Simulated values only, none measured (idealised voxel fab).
Process module, titled voxel capacitor over wiring
Displayed cross-section: cut, width of 150 nm, square cells sized 5 nm.
A cross-section is a grid of square cells, given in bands from the top down. A band is one or more rows of cells. The band entry comprises the height of the band's top followed by the height of its bottom, expressed in nm, and subsequently the band's materials from left to right, each stated together with its width in nm. Where a single material is marked with the word "edge to edge", that material fills the band from edge to edge. The word "air" represents empty space. Heights are expressed relative to 0, this being the level below which the as-received wafer comprises one material exclusively. The lowest band is unbounded in the downward direction and is denoted as in "0 -> down". Graded width ("30..40"): value in top row of band = first number; value in bottom row = second number; row-to-row change constant. The designation "no modifications", where it is given for a processing step, indicates that no cell of the cross-section was altered in the course of that step. Under "Non-vented voids" you'll find the enclosed gaps, the ones with no way out to the top, that are 8 cells or bigger; each reads width x height at distance, with distance counted from the left edge, everything in nm. Step line, after settings: the simulator's comment on this step. overlay nm: on a step with a mask, how far right of its planned place the mask lay; negative means left.
List of planned process steps:
1: RECEIVE with material Si
2: CONFORMAL_DEP with material SiO2, thk nm 15
3: CONFORMAL_DEP with material SiCN, thk nm 5
4: DIRECTIONAL_DEP with material SiO2, thk nm 25
5: PATTERN with tone open, mask id METAL_1, material resist, width nm 20, pitch nm 90, thk nm 15, overlay nm 0
6: DIRECTIONAL_ETCH with etch materials SiO2, depth nm 25
7: DIRECTIONAL_ETCH with etch materials SiCN, depth nm 5
8: STRIP with etch materials resist
9: CONFORMAL_DEP with material TiN, thk nm 5
10: FILL_DEP with material W, thk nm 10
11: CMP with height nm 45
12: CONFORMAL_DEP with material SiCN, thk nm 5
13: DIRECTIONAL_DEP with material lowk, thk nm 10
14: MASKED_ETCH with tone open, mask id PLUG_1, width nm 15, etch materials lowk, depth nm 10, overlay nm 0
15: MASKED_ETCH with tone open, mask id PLUG_1, width nm 15, etch materials SiCN, depth nm 5, overlay nm 0
16: EPI with material Ru, thk nm 10
17: EPI with material Ru, thk nm 5
18: DIRECTIONAL_DEP with material TiN, thk nm 10
19: DIRECTIONAL_DEP with material HfO2, thk nm 5
20: DIRECTIONAL_DEP with material TiN, thk nm 10
21: MASKED_ETCH with tone cover, mask id UPPER_PLATE, width nm 75, etch materials TiN, depth nm 10, overlay nm 0
22: MASKED_ETCH with tone cover, mask id UPPER_PLATE, width nm 75, etch materials HfO2, depth nm 5, overlay nm 0
23: DIRECTIONAL_DEP with material aC, thk nm 15
24: PATTERN with tone cover, mask id LOWER_PLATE, material resist, width nm 85, thk nm 35, overlay nm 0
25: DIRECTIONAL_ETCH with etch materials aC, depth nm 15
26: STRIP with etch materials resist
27: DIRECTIONAL_ETCH with etch materials TiN, depth nm 10
28: STRIP with etch materials aC
29: FILL_DEP with material SiO2, thk nm 20
30: CMP with height nm 100
31: MASKED_ETCH with tone open, mask id PLUG_2, width nm 15, etch materials SiO2, depth nm 15, overlay nm 0
32: CONFORMAL_DEP with material TiN, thk nm 5
33: FILL_DEP with material Cu, thk nm 5
34: CMP with height nm 100
35: CONFORMAL_DEP with material SiCN, thk nm 5
First wafer, two in total, run as planned:
Delivered wafer in cross-section: state after step 1:
	0 -> down: Si edge to edge
	Non-vented voids: none
Cross-section through the wafer, step 2 finished:
	15 -> 0: SiO2 edge to edge
	Rest of section, below 0: as before.
Cross-section through the wafer, step 3 finished:
	20 -> 15: SiCN edge to edge
	Rest of section, below 15: as before.
Cross-section through the wafer, step 4 finished:
	45 -> 20: SiO2 edge to edge
	Rest of section, below 20: as before.
Cross-section through the wafer, step 5 finished:
	60 -> 45: resist 20 | air 20 | resist 70 | air 20 | resist 20
	Rest of section, below 45: as before.
Cross-section through the wafer, step 6 finished:
	60 -> 45: resist 20 | air 20 | resist 70 | air 20 | resist 20
	45 -> 20: SiO2 20 | air 20 | SiO2 70 | air 20 | SiO2 20
	Rest of section, below 20: as before.
Cross-section through the wafer, step 7 finished:
	60 -> 45: resist 20 | air 20 | resist 70 | air 20 | resist 20
	45 -> 20: SiO2 20 | air 20 | SiO2 70 | air 20 | SiO2 20
	20 -> 15: SiCN 20 | air 20 | SiCN 70 | air 20 | SiCN 20
	Rest of section, below 15: as before.
Cross-section through the wafer, step 8 finished:
	45 -> 20: SiO2 20 | air 20 | SiO2 70 | air 20 | SiO2 20
	Rest of section, below 20: as before.
Cross-section through the wafer, step 9 finished:
	50 -> 45: TiN 25 | air 10 | TiN 80 | air 10 | TiN 25
	45 -> 20: SiO2 20 | TiN 5 | air 10 | TiN 5 | SiO2 70 | TiN 5 | air 10 | TiN 5 | SiO2 20
	20 -> 15: SiCN 20 | TiN 20 | SiCN 70 | TiN 20 | SiCN 20
	Rest of section, below 15: as before.
Cross-section through the wafer, step 10 finished:
	60 -> 50: W edge to edge
	50 -> 45: TiN 25 | W 10 | TiN 80 | W 10 | TiN 25
	45 -> 20: SiO2 20 | TiN 5 | W 10 | TiN 5 | SiO2 70 | TiN 5 | W 10 | TiN 5 | SiO2 20
	Rest of section, below 20: as before.
Cross-section through the wafer, step 11 finished:
	45 -> 20: SiO2 20 | TiN 5 | W 10 | TiN 5 | SiO2 70 | TiN 5 | W 10 | TiN 5 | SiO2 20
	Rest of section, below 20: as before.
Cross-section through the wafer, step 12 finished:
	50 -> 45: SiCN edge to edge
	Rest of section, below 45: as before.
Cross-section through the wafer, step 13 finished:
	60 -> 50: lowk edge to edge
	Rest of section, below 50: as before.
Cross-section through the wafer, step 14 finished:
	60 -> 50: lowk 25 | air 15 | lowk 110
	Rest of section, below 50: as before.
Cross-section through the wafer, step 15 finished:
	60 -> 50: lowk 25 | air 15 | lowk 110
	50 -> 45: SiCN 25 | air 15 | SiCN 110
	Rest of section, below 45: as before.
Cross-section through the wafer, step 16 finished:
	60 -> 55: lowk 25 | air 15 | lowk 110
	55 -> 50: lowk 25 | Ru 15 | lowk 110
	50 -> 45: SiCN 25 | Ru 15 | SiCN 110
	Rest of section, below 45: as before.
Cross-section through the wafer, step 17 finished:
	60 -> 50: lowk 25 | Ru 15 | lowk 110
	Rest of section, below 50: as before.
Cross-section through the wafer, step 18 finished:
	70 -> 60: TiN edge to edge
	Rest of section, below 60: as before.
Cross-section through the wafer, step 19 finished:
	75 -> 70: HfO2 edge to edge
	Rest of section, below 70: as before.
Cross-section through the wafer, step 20 finished:
	85 -> 75: TiN edge to edge
	Rest of section, below 75: as before.
Cross-section through the wafer, step 21 finished:
	85 -> 75: air 25 | TiN 75 | air 50
	Rest of section, below 75: as before.
Cross-section through the wafer, step 22 finished:
	85 -> 75: air 25 | TiN 75 | air 50
	75 -> 70: air 25 | HfO2 75 | air 50
	Rest of section, below 70: as before.
Cross-section through the wafer, step 23 finished:
	100 -> 85: air 25 | aC 75 | air 50
	85 -> 75: aC 25 | TiN 75 | aC 50
	75 -> 70: aC 25 | HfO2 75 | aC 50
	Rest of section, below 70: as before.
Cross-section through the wafer, step 24 finished:
	135 -> 100: air 20 | resist 85 | air 45
	100 -> 85: air 20 | resist 5 | aC 75 | resist 5 | air 45
	Rest of section, below 85: as before.
Cross-section through the wafer, step 25 finished:
	120 -> 100: air 20 | resist 85 | air 45
	100 -> 85: air 20 | resist 5 | aC 75 | resist 5 | air 45
	85 -> 75: air 20 | aC 5 | TiN 75 | aC 5 | air 45
	75 -> 70: air 20 | aC 5 | HfO2 75 | aC 5 | air 45
	Rest of section, below 70: as before.
Cross-section through the wafer, step 26 finished:
	100 -> 85: air 25 | aC 75 | air 50
	Rest of section, below 85: as before.
Cross-section through the wafer, step 27 finished:
	100 -> 85: air 25 | aC 75 | air 50
	85 -> 75: air 20 | aC 5 | TiN 75 | aC 5 | air 45
	75 -> 70: air 20 | aC 5 | HfO2 75 | aC 5 | air 45
	70 -> 60: air 20 | TiN 85 | air 45
	Rest of section, below 60: as before.
Cross-section through the wafer, step 28 finished:
	85 -> 75: air 25 | TiN 75 | air 50
	75 -> 70: air 25 | HfO2 75 | air 50
	Rest of section, below 70: as before.
Cross-section through the wafer, step 29 finished:
	105 -> 85: SiO2 edge to edge
	85 -> 75: SiO2 25 | TiN 75 | SiO2 50
	75 -> 70: SiO2 25 | HfO2 75 | SiO2 50
	70 -> 60: SiO2 20 | TiN 85 | SiO2 45
	Rest of section, below 60: as before.
Cross-section through the wafer, step 30 finished:
	100 -> 85: SiO2 edge to edge
	Rest of section, below 85: as before.
Cross-section through the wafer, step 31 finished:
	100 -> 85: SiO2 35 | air 15 | SiO2 100
	Rest of section, below 85: as before.
Cross-section through the wafer, step 32 finished:
	105 -> 100: TiN 40 | air 5 | TiN 105
	100 -> 90: SiO2 35 | TiN 5 | air 5 | TiN 5 | SiO2 100
	90 -> 85: SiO2 35 | TiN 15 | SiO2 100
	Rest of section, below 85: as before.
Cross-section through the wafer, step 33 finished:
	110 -> 105: Cu edge to edge
	105 -> 100: TiN 40 | Cu 5 | TiN 105
	100 -> 90: SiO2 35 | TiN 5 | Cu 5 | TiN 5 | SiO2 100
	Rest of section, below 90: as before.
Cross-section through the wafer, step 34 finished:
	100 -> 90: SiO2 35 | TiN 5 | Cu 5 | TiN 5 | SiO2 100
	Rest of section, below 90: as before.
Cross-section through the wafer, step 35 finished:
	105 -> 100: SiCN edge to edge
	Rest of section, below 100: as before.
The second wafer was prepared from the same starting point and under the same plan as the first; its processing contained one mistake, and it remains indistinguishable from the first wafer up to and including step 28:
Second wafer cross-section, taken as of the time the plan sets for step 29 to be done:
	105 -> 75: TiN edge to edge
	75 -> 70: TiN 25 | HfO2 75 | TiN 50
	70 -> 60: TiN edge to edge
	Rest of section, below 60: as before.
Second wafer cross-section, taken as of the time the plan sets for step 30 to be done:
	100 -> 75: TiN edge to edge
	Rest of section, below 75: as before.
Second wafer cross-section, taken as of the time the plan sets for step 31 to be done: no modifications
Second wafer cross-section, taken as of the time the plan sets for step 32 to be done:
	105 -> 75: TiN edge to edge
	Rest of section, below 75: as before.
Second wafer cross-section, taken as of the time the plan sets for step 33 to be done:
	110 -> 105: Cu edge to edge
	Rest of section, below 105: as before.
Second wafer cross-section, taken as of the time the plan sets for step 34 to be done:
	100 -> 75: TiN edge to edge
	Rest of section, below 75: as before.
Second wafer cross-section, taken as of the time the plan sets for step 35 to be done:
	105 -> 100: SiCN edge to edge
	Rest of section, below 100: as before.
Which mistake was made when the wafer was run? step 29: run off-plan, actual operation and settings FILL_DEP with material TiN, thk nm 20
Final cells, second wafer relative to first, materials higher or lower: Cu: 2 fewer, SiO2: 152 fewer, TiN: 154 more
